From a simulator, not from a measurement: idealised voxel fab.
Proc. module: voxel air gaps
Pictured: cross-section cut, 205 nm wide, on a grid of 5 nm square cells.
Bands, listed from the top down, are how a cross-section gets written in this document; the cross-section itself is a grid of square cells, and a band is one or more rows of them.
First you get the band's top height and its bottom height, in nm, and then the materials it's made of, left to right, with each width in nm. If you see a single material with "everywhere", that one covers the band edge to edge. "empty" is empty space.
Measure heights from 0. That's the level where, below it, the as-received wafer is all one material. The lowest band is bottomless and extends downward; write it as in "0 nm and below".
The width entry "30..40" should be interpreted row by row: the top row of cells in the band takes the first number, the bottom row takes the second number, and the change between adjacent rows is uniform throughout.
It should be understood that the words "no change occurred", when stated for a given step, signify that the cross-section underwent no change in any of its cells during that step.
"closed voids": empty spaces of 8 cells or more with no open way to the top, each given as width x height at distance, distance from the left edge, all in nm.
On each step's line, the part that comes after the settings is the simulator's own comment on the step.
A step's line can hold "overlay nm"; with a mask on that step, the setting says how far right of the planned place the mask lay, while a negative setting says it lay to the left.
Planned process steps:
1 RECEIVE: material Si
2 CONFORMAL_DEP: material SiO2, thk nm 15
3 CONFORMAL_DEP: material SiN, thk nm 5
4 DIRECTIONAL_DEP: material lowk, thk nm 40
5 DIRECTIONAL_DEP: material aC, thk nm 15
6 PATTERN: tone open, mask id LINES, material resist, width nm 15, pitch nm 50, thk nm 30, overlay nm 0
7 DIRECTIONAL_ETCH: etch materials aC, depth nm 15
8 STRIP: etch materials resist
9 DIRECTIONAL_ETCH: etch materials lowk, depth nm 40
10 STRIP: etch materials aC
11 CONFORMAL_DEP: material TiN, thk nm 5
12 FILL_DEP: material W, thk nm 10
13 CMP: height nm 60
14 EPI: material Ru, thk nm 10
15 SELECTIVE_ETCH: etch materials lowk, depth nm 50
16 CONFORMAL_DEP: material SiCN, thk nm 5
For this document, wafers share an identical start and vary in the step 6 width nm; the plan quotes the first wafer's value.
Cross-sectional view of the first of several wafers in the as-received condition, corresponding to the state following step 1:
    0 nm and below = Si everywhere
    closed voids: none
Note: the following table is arranged by wafer, a row apiece. Each row reports the end-of-module state: per material, cells gained (+) or cells lost (-) compared with the wafer as received; closed voids follow:
width nm 15 | +42 Ru | +125 SiCN | +41 SiN | +123 SiO2 | +51 TiN | +21 W | closed voids: none
width nm 20 | +48 Ru | +125 SiCN | +41 SiN | +123 SiO2 | +54 TiN | +42 W | closed voids: 20 x 30 at 70; 20 x 30 at 120
width nm 25 | +54 Ru | +117 SiCN | +41 SiN | +123 SiO2 | +57 TiN | +63 W | closed voids: 15 x 30 at 70; 15 x 30 at 120
width nm 30 | +60 Ru | +69 SiCN | +41 SiN | +123 SiO2 | +60 TiN | +84 W | +64 lowk | closed voids: none
width nm 35 | +62 Ru | +69 SiCN | +41 SiN | +123 SiO2 | +63 TiN | +105 W | +48 lowk | closed voids: none
